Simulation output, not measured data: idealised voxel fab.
The following is a process module called voxel transistor to metal.
The cross-section on display is named cut; it measures 280 nm wide, and its cells are 5 nm squares.
Bands, listed from the top down, are how a cross-section gets written in this document; the cross-section itself is a grid of square cells, and a band is one or more rows of them.
The entry gives the band's vertical extent as a top height and a bottom height in nm, then its horizontal make-up as materials from left to right, each with a width in nm. "blank" stands for empty space; a single material marked "full width" fills the band edge to edge.
We count height from 0. Below that, the starting wafer is all one material. The lowest band never ends at the bottom but goes on down; see "0 and below" for how that is written.
A two-number width, for instance "30 to 40", indicates that the width is equal to the first number in the top row of the band and to the second number in the bottom row, and that it changes by a constant amount per row of cells.
Any step labelled "remains unaltered" changed none of the cells in the cross-section.
"Closed void listing" enumerates empty spaces isolated from the top, with no open way to it, that contain at least 8 cells, giving each as width x height at distance from the left edge, all three in nm.
Heads up: the bit after the settings on a step's line is the simulator's remark on that step.
You can add "overlay nm" to a step's line. For a step with a mask, it describes how far the mask lay to the right of its planned position, and a negative number describes a lay to the left.
-- Intended process steps
step 1: RECEIVE (material Si)
step 2: OXIDIZE (depth nm 5)
step 3: CONFORMAL_DEP (material SiN; thk nm 10)
step 4: MASKED_ETCH (tone cover; mask id ACTIVE; width nm 110; pitch nm 135; etch materials SiN; depth nm 10; overlay nm 0)
step 5: MASKED_ETCH (tone cover; mask id ACTIVE; width nm 110; pitch nm 135; etch materials SiO2; depth nm 5; overlay nm 0)
step 6: MASKED_ETCH (tone cover; mask id ACTIVE; width nm 110; pitch nm 135; etch materials Si; depth nm 35; overlay nm 0)
step 7: FILL_DEP (material SiO2; thk nm 10)
step 8: CMP (height nm 10)
step 9: SELECTIVE_ETCH (etch materials SiO2; depth nm 10)
step 10: STRIP (etch materials SiN)
step 11: SELECTIVE_ETCH (etch materials SiO2; depth nm 5)
step 12: OXIDIZE (depth nm 5)
step 13: DIRECTIONAL_DEP (material polySi; thk nm 20)
step 14: DIRECTIONAL_DEP (material SiCN; thk nm 10)
step 15: PATTERN (tone cover; mask id GATE; material resist; width nm 30; pitch nm 135; thk nm 15; overlay nm 0)
step 16: DIRECTIONAL_ETCH (etch materials SiCN; depth nm 20)
step 17: DIRECTIONAL_ETCH (etch materials polySi; depth nm 30)
step 18: STRIP (etch materials resist)
step 19: CONFORMAL_DEP (material SiN; thk nm 5)
step 20: DIRECTIONAL_ETCH (etch materials SiN; depth nm 5)
step 21: DIRECTIONAL_ETCH (etch materials SiO2; depth nm 5)
step 22: DIRECTIONAL_ETCH (etch materials Si; depth nm 15)
step 23: EPI (material SiGe; thk nm 15)
step 24: FILL_DEP (material SiO2; thk nm 10)
step 25: CMP (height nm 15)
step 26: STRIP (etch materials polySi)
step 27: SELECTIVE_ETCH (etch materials SiO2; depth nm 5)
step 28: CONFORMAL_DEP (material HfO2; thk nm 5)
step 29: CONFORMAL_DEP (material TiN; thk nm 5)
step 30: FILL_DEP (material W; thk nm 5)
step 31: CMP (height nm 10)
step 32: DIRECTIONAL_DEP (material SiO2; thk nm 10)
step 33: MASKED_ETCH (tone open; mask id CONTACT; width nm 20; etch materials SiO2; depth nm 30; overlay nm 0)
step 34: CONFORMAL_DEP (material TiN; thk nm 5)
step 35: FILL_DEP (material W; thk nm 5)
step 36: CMP (height nm 20)
step 37: DIRECTIONAL_DEP (material TiN; thk nm 5)
step 38: DIRECTIONAL_DEP (material W; thk nm 20)
step 39: PATTERN (tone cover; mask id METAL_1; material resist; width nm 20; thk nm 20; overlay nm 0)
step 40: DIRECTIONAL_ETCH (etch materials W; depth nm 20)
step 41: DIRECTIONAL_ETCH (etch materials TiN; depth nm 5)
step 42: STRIP (etch materials resist)
step 43: CONFORMAL_DEP (material SiCN; thk nm 5)
step 44: FILL_DEP (material SiO2; thk nm 5)
step 45: CMP (height nm 45)
step 46: CONFORMAL_DEP (material SiN; thk nm 5)
-- Wafer at receipt (post step 1), cross-section
- 0 and below  Si full width
- Closed void listing: none
-- Final wafer profile in cross-section after the module, from the same start and plan as above, with one mistake made during processing
- 50 down to 45  SiN full width
- 45 down to 25  SiO2: 15, then SiCN: 5, then W: 20, then SiCN: 5, then SiO2: 50, then SiCN: 5, then W: 20, then SiCN: 5, then SiO2: 25, then SiCN: 5, then W: 20, then SiCN: 5, then SiO2: 50, then SiCN: 5, then W: 20, then SiCN: 5, then SiO2: 20
- 25 down to 20  SiCN: 20, then TiN: 20, then SiCN: 60, then TiN: 20, then SiCN: 35, then TiN: 20, then SiCN: 60, then TiN: 20, then SiCN: 25
- 20 down to 10  SiO2: 20, then TiN: 5, then W: 10, then TiN: 5, then SiO2: 60, then TiN: 5, then W: 10, then TiN: 5, then SiO2: 35, then TiN: 5, then W: 10, then TiN: 5, then SiO2: 60, then TiN: 5, then W: 10, then TiN: 5, then SiO2: 25
- 10 down to 5  SiO2: 20, then TiN: 5, then W: 5, then TiN: 10, then SiO2: 10, then SiN: 5, then TiN: 5, then HfO2: 5, then W: 10, then HfO2: 5, then TiN: 5, then SiN: 5, then SiO2: 10, then TiN: 10, then W: 5, then TiN: 5, then SiO2: 35, then TiN: 5, then W: 5, then TiN: 10, then SiO2: 10, then SiN: 5, then TiN: 5, then HfO2: 5, then W: 10, then HfO2: 5, then TiN: 5, then SiN: 5, then SiO2: 10, then TiN: 10, then W: 5, then TiN: 5, then SiO2: 25
- 5 down to 0  SiO2: 20, then TiN: 5, then W: 5, then TiN: 5, then SiGe: 15, then SiN: 5, then TiN: 5, then HfO2: 5, then W: 10, then HfO2: 5, then TiN: 5, then SiN: 5, then SiGe: 15, then TiN: 5, then W: 5, then TiN: 5, then SiO2: 35, then TiN: 5, then W: 5, then TiN: 5, then SiGe: 15, then SiN: 5, then TiN: 5, then HfO2: 5, then W: 10, then HfO2: 5, then TiN: 5, then SiN: 5, then SiGe: 15, then TiN: 5, then W: 5, then TiN: 5, then SiO2: 25
- 0 down to -5  SiO2: 20, then TiN: 5, then W: 5, then TiN: 5, then SiGe: 15, then SiN: 5, then TiN: 5, then HfO2: 20, then TiN: 5, then SiN: 5, then SiGe: 15, then TiN: 5, then W: 5, then TiN: 5, then SiO2: 35, then TiN: 5, then W: 5, then TiN: 5, then SiGe: 15, then SiN: 5, then TiN: 5, then HfO2: 20, then TiN: 5, then SiN: 5, then SiGe: 15, then TiN: 5, then W: 5, then TiN: 5, then SiO2: 25
- -5 down to -10  SiO2: 20, then TiN: 15, then SiGe: 15, then TiN: 40, then SiGe: 15, then TiN: 15, then SiO2: 35, then TiN: 15, then SiGe: 15, then TiN: 40, then SiGe: 15, then TiN: 15, then SiO2: 25
- -10 down to -25  SiO2: 15, then SiGe: 35, then Si: 40, then SiGe: 35, then SiO2: 25, then SiGe: 35, then Si: 40, then SiGe: 35, then SiO2: 20
- -25 down to -40  SiO2: 15, then Si: 110, then SiO2: 25, then Si: 110, then SiO2: 20
- -40 and below  Si full width
- Closed void listing: none
Deviation from plan: mixed up steps 28 and 29 - ran each in the other's place
